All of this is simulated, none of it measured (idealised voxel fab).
Process module under the name voxel gate over fins
Shown is cross-section cut, with a width of 195 nm and square cells of size 5 nm.
Cross-section, as written here: a square-cell grid given band by band from the top down, where a band holds one or more rows of cells.
What a band's entry tells you: where the top is and where the bottom is, as heights in nm, and after that what lies inside, material by material from left to right, each with its width in nm. Empty space is written as the word "blank", and a single material marked with the word "edge to edge" occupies the band from edge to edge.
Height datum 0, below which the as-received substrate wafer is one material. Lowest band open at the bottom, running downward: "0 down".
With a width like "30 to 40", each row of cells in the band differs from the next by the same amount, the top row carrying the first number and the bottom row the second.
"no modifications" after a step means that no cell of the cross-section changed.
Entry "Trapped void list" = empty spaces >= 8 cells with no open way to the top; each as width x height at distance, distance from left edge, all nm.
Text after the settings on a step's line: the simulator's own remark on that step.
You can add "overlay nm" to a step's line. For a step with a mask, it describes how far the mask lay to the right of its planned position, and a negative number describes a lay to the left.

Process steps (planned)
1. RECEIVE,material Si
2. CONFORMAL_DEP,material SiN,thk nm 5
3. DIRECTIONAL_DEP,material aC,thk nm 10
4. PATTERN,tone cover,mask id FINS,material resist,width nm 15,pitch nm 40,thk nm 25,overlay nm 0
5. DIRECTIONAL_ETCH,etch materials aC,depth nm 10
6. STRIP,etch materials resist
7. DIRECTIONAL_ETCH,etch materials SiN,depth nm 5
8. DIRECTIONAL_ETCH,etch materials Si,depth nm 40
9. STRIP,etch materials aC
10. OXIDIZE,depth nm 5
11. FILL_DEP,material SiO2,thk nm 15
12. CMP,height nm 5
13. SELECTIVE_ETCH,etch materials SiO2,depth nm 15
14. STRIP,etch materials SiN
15. CONFORMAL_DEP,material HfO2,thk nm 5
16. CONFORMAL_DEP,material TiN,thk nm 5
17. CONFORMAL_DEP,material TiAl,thk nm 5
18. CONFORMAL_DEP,material TiN,thk nm 5
19. FILL_DEP,material W,thk nm 10
20. CMP,height nm 25
21. CONFORMAL_DEP,material SiN,thk nm 10

The first wafer of two, processed as planned

Incoming wafer in cross-section (state: after step 1)
  0 down: Si edge to edge
  Trapped void list: none

Sectional view: wafer, after step 2
  5 to 0: SiN edge to edge
  Note: structure below 0 unchanged.

Sectional view: wafer, after step 3
  15 to 5: aC edge to edge
  Note: structure below 5 unchanged.

Sectional view: wafer, after step 4
  40 to 15: blank (70); resist (15); blank (25); resist (15); blank (70)
  Note: structure below 15 unchanged.

Sectional view: wafer, after step 5
  30 to 15: blank (70); resist (15); blank (25); resist (15); blank (70)
  15 to 5: blank (70); aC (15); blank (25); aC (15); blank (70)
  Note: structure below 5 unchanged.

Sectional view: wafer, after step 6
  15 to 5: blank (70); aC (15); blank (25); aC (15); blank (70)
  Note: structure below 5 unchanged.

Sectional view: wafer, after step 7
  15 to 5: blank (70); aC (15); blank (25); aC (15); blank (70)
  5 to 0: blank (70); SiN (15); blank (25); SiN (15); blank (70)
  Note: structure below 0 unchanged.

Sectional view: wafer, after step 8
  15 to 5: blank (70); aC (15); blank (25); aC (15); blank (70)
  5 to 0: blank (70); SiN (15); blank (25); SiN (15); blank (70)
  0 to -40: blank (70); Si (15); blank (25); Si (15); blank (70)
  Note: structure below -40 unchanged.

Sectional view: wafer, after step 9
  5 to 0: blank (70); SiN (15); blank (25); SiN (15); blank (70)
  Note: structure below 0 unchanged.

Sectional view: wafer, after step 10
  5 to 0: blank (70); SiN (15); blank (25); SiN (15); blank (70)
  0 to -40: blank (70); SiO2 (5); Si (5); SiO2 (5); blank (25); SiO2 (5); Si (5); SiO2 (5); blank (70)
  -40 to -45: SiO2 (75); Si (5); SiO2 (35); Si (5); SiO2 (75)
  Note: structure below -45 unchanged.

Sectional view: wafer, after step 11
  20 to 5: SiO2 edge to edge
  5 to 0: SiO2 (70); SiN (15); SiO2 (25); SiN (15); SiO2 (70)
  0 to -45: SiO2 (75); Si (5); SiO2 (35); Si (5); SiO2 (75)
  Note: structure below -45 unchanged.

Sectional view: wafer, after step 12
  5 to 0: SiO2 (70); SiN (15); SiO2 (25); SiN (15); SiO2 (70)
  Note: structure below 0 unchanged.

Sectional view: wafer, after step 13
  5 to 0: blank (70); SiN (15); blank (25); SiN (15); blank (70)
  0 to -10: blank (75); Si (5); blank (35); Si (5); blank (75)
  Note: structure below -10 unchanged.

Sectional view: wafer, after step 14
  0 to -10: blank (75); Si (5); blank (35); Si (5); blank (75)
  Note: structure below -10 unchanged.

Sectional view: wafer, after step 15
  5 to 0: blank (70); HfO2 (15); blank (25); HfO2 (15); blank (70)
  0 to -5: blank (70); HfO2 (5); Si (5); HfO2 (5); blank (25); HfO2 (5); Si (5); HfO2 (5); blank (70)
  -5 to -10: HfO2 (75); Si (5); HfO2 (35); Si (5); HfO2 (75)
  Note: structure below -10 unchanged.

Sectional view: wafer, after step 16
  10 to 5: blank (65); TiN (25); blank (15); TiN (25); blank (65)
  5 to 0: blank (65); TiN (5); HfO2 (15); TiN (5); blank (15); TiN (5); HfO2 (15); TiN (5); blank (65)
  0 to -5: TiN (70); HfO2 (5); Si (5); HfO2 (5); TiN (25); HfO2 (5); Si (5); HfO2 (5); TiN (70)
  Note: structure below -5 unchanged.

Sectional view: wafer, after step 17
  15 to 10: blank (60); TiAl (35); blank (5); TiAl (35); blank (60)
  10 to 5: blank (60); TiAl (5); TiN (25); TiAl (5); blank (5); TiAl (5); TiN (25); TiAl (5); blank (60)
  5 to 0: TiAl (65); TiN (5); HfO2 (15); TiN (5); TiAl (15); TiN (5); HfO2 (15); TiN (5); TiAl (65)
  Note: structure below 0 unchanged.

Sectional view: wafer, after step 18
  20 to 15: blank (55); TiN (85); blank (55)
  15 to 10: blank (55); TiN (5); TiAl (35); TiN (5); TiAl (35); TiN (5); blank (55)
  10 to 5: TiN (60); TiAl (5); TiN (25); TiAl (5); TiN (5); TiAl (5); TiN (25); TiAl (5); TiN (60)
  Note: structure below 5 unchanged.

Sectional view: wafer, after step 19
  30 to 20: W edge to edge
  20 to 15: W (55); TiN (85); W (55)
  15 to 10: W (55); TiN (5); TiAl (35); TiN (5); TiAl (35); TiN (5); W (55)
  Note: structure below 10 unchanged.

Sectional view: wafer, after step 20
  25 to 20: W edge to edge
  Note: structure below 20 unchanged.

Sectional view: wafer, after step 21
  35 to 25: SiN edge to edge
  Note: structure below 25 unchanged.

Wafer two. Same start, same plan, one slip in execution. Same as wafer one through step 3, inclusive

At the planned end of step 4, the second wafer in cross-section
  40 to 15: blank (70); resist (20); blank (20); resist (20); blank (65)
  Note: structure below 15 unchanged.

At the planned end of step 5, the second wafer in cross-section
  30 to 15: blank (70); resist (20); blank (20); resist (20); blank (65)
  15 to 5: blank (70); aC (20); blank (20); aC (20); blank (65)
  Note: structure below 5 unchanged.

At the planned end of step 6, the second wafer in cross-section
  15 to 5: blank (70); aC (20); blank (20); aC (20); blank (65)
  Note: structure below 5 unchanged.

At the planned end of step 7, the second wafer in cross-section
  15 to 5: blank (70); aC (20); blank (20); aC (20); blank (65)
  5 to 0: blank (70); SiN (20); blank (20); SiN (20); blank (65)
  Note: structure below 0 unchanged.

At the planned end of step 8, the second wafer in cross-section
  15 to 5: blank (70); aC (20); blank (20); aC (20); blank (65)
  5 to 0: blank (70); SiN (20); blank (20); SiN (20); blank (65)
  0 to -40: blank (70); Si (20); blank (20); Si (20); blank (65)
  Note: structure below -40 unchanged.

At the planned end of step 9, the second wafer in cross-section
  5 to 0: blank (70); SiN (20); blank (20); SiN (20); blank (65)
  Note: structure below 0 unchanged.

At the planned end of step 10, the second wafer in cross-section
  5 to 0: blank (70); SiN (20); blank (20); SiN (20); blank (65)
  0 to -40: blank (70); SiO2 (5); Si (10); SiO2 (5); blank (20); SiO2 (5); Si (10); SiO2 (5); blank (65)
  -40 to -45: SiO2 (75); Si (10); SiO2 (30); Si (10); SiO2 (70)
  Note: structure below -45 unchanged.

At the planned end of step 11, the second wafer in cross-section
  20 to 5: SiO2 edge to edge
  5 to 0: SiO2 (70); SiN (20); SiO2 (20); SiN (20); SiO2 (65)
  0 to -45: SiO2 (75); Si (10); SiO2 (30); Si (10); SiO2 (70)
  Note: structure below -45 unchanged.

At the planned end of step 12, the second wafer in cross-section
  5 to 0: SiO2 (70); SiN (20); SiO2 (20); SiN (20); SiO2 (65)
  Note: structure below 0 unchanged.

At the planned end of step 13, the second wafer in cross-section
  5 to 0: blank (70); SiN (20); blank (20); SiN (20); blank (65)
  0 to -10: blank (75); Si (10); blank (30); Si (10); blank (70)
  Note: structure below -10 unchanged.

At the planned end of step 14, the second wafer in cross-section
  0 to -10: blank (75); Si (10); blank (30); Si (10); blank (70)
  Note: structure below -10 unchanged.

At the planned end of step 15, the second wafer in cross-section
  5 to 0: blank (70); HfO2 (20); blank (20); HfO2 (20); blank (65)
  0 to -5: blank (70); HfO2 (5); Si (10); HfO2 (5); blank (20); HfO2 (5); Si (10); HfO2 (5); blank (65)
  -5 to -10: HfO2 (75); Si (10); HfO2 (30); Si (10); HfO2 (70)
  Note: structure below -10 unchanged.

At the planned end of step 16, the second wafer in cross-section
  10 to 5: blank (65); TiN (30); blank (10); TiN (30); blank (60)
  5 to 0: blank (65); TiN (5); HfO2 (20); TiN (5); blank (10); TiN (5); HfO2 (20); TiN (5); blank (60)
  0 to -5: TiN (70); HfO2 (5); Si (10); HfO2 (5); TiN (20); HfO2 (5); Si (10); HfO2 (5); TiN (65)
  Note: structure below -5 unchanged.

At the planned end of step 17, the second wafer in cross-section
  15 to 10: blank (60); TiAl (80); blank (55)
  10 to 5: blank (60); TiAl (5); TiN (30); TiAl (10); TiN (30); TiAl (5); blank (55)
  5 to 0: TiAl (65); TiN (5); HfO2 (20); TiN (5); TiAl (10); TiN (5); HfO2 (20); TiN (5); TiAl (60)
  Note: structure below 0 unchanged.

At the planned end of step 18, the second wafer in cross-section
  20 to 15: blank (55); TiN (90); blank (50)
  15 to 10: blank (55); TiN (5); TiAl (80); TiN (5); blank (50)
  10 to 5: TiN (60); TiAl (5); TiN (30); TiAl (10); TiN (30); TiAl (5); TiN (55)
  Note: structure below 5 unchanged.

At the planned end of step 19, the second wafer in cross-section
  30 to 20: W edge to edge
  20 to 15: W (55); TiN (90); W (50)
  15 to 10: W (55); TiN (5); TiAl (80); TiN (5); W (50)
  Note: structure below 10 unchanged.

At the planned end of step 20, the second wafer in cross-section
  25 to 20: W edge to edge
  Note: structure below 20 unchanged.

At the planned end of step 21, the second wafer in cross-section
  35 to 25: SiN edge to edge
  Note: structure below 25 unchanged.
It is concluded that the wafer was processed incorrectly with respect to the plan, in that contrary to plan, step 4 was performed as PATTERN,tone cover,mask id FINS,material resist,width nm 20,pitch nm 40,thk nm 25,overlay nm 0
The second wafer ends with more or fewer cells of some materials than the first, per final count: Si +18, SiO2 -14, TiN -2, W -2
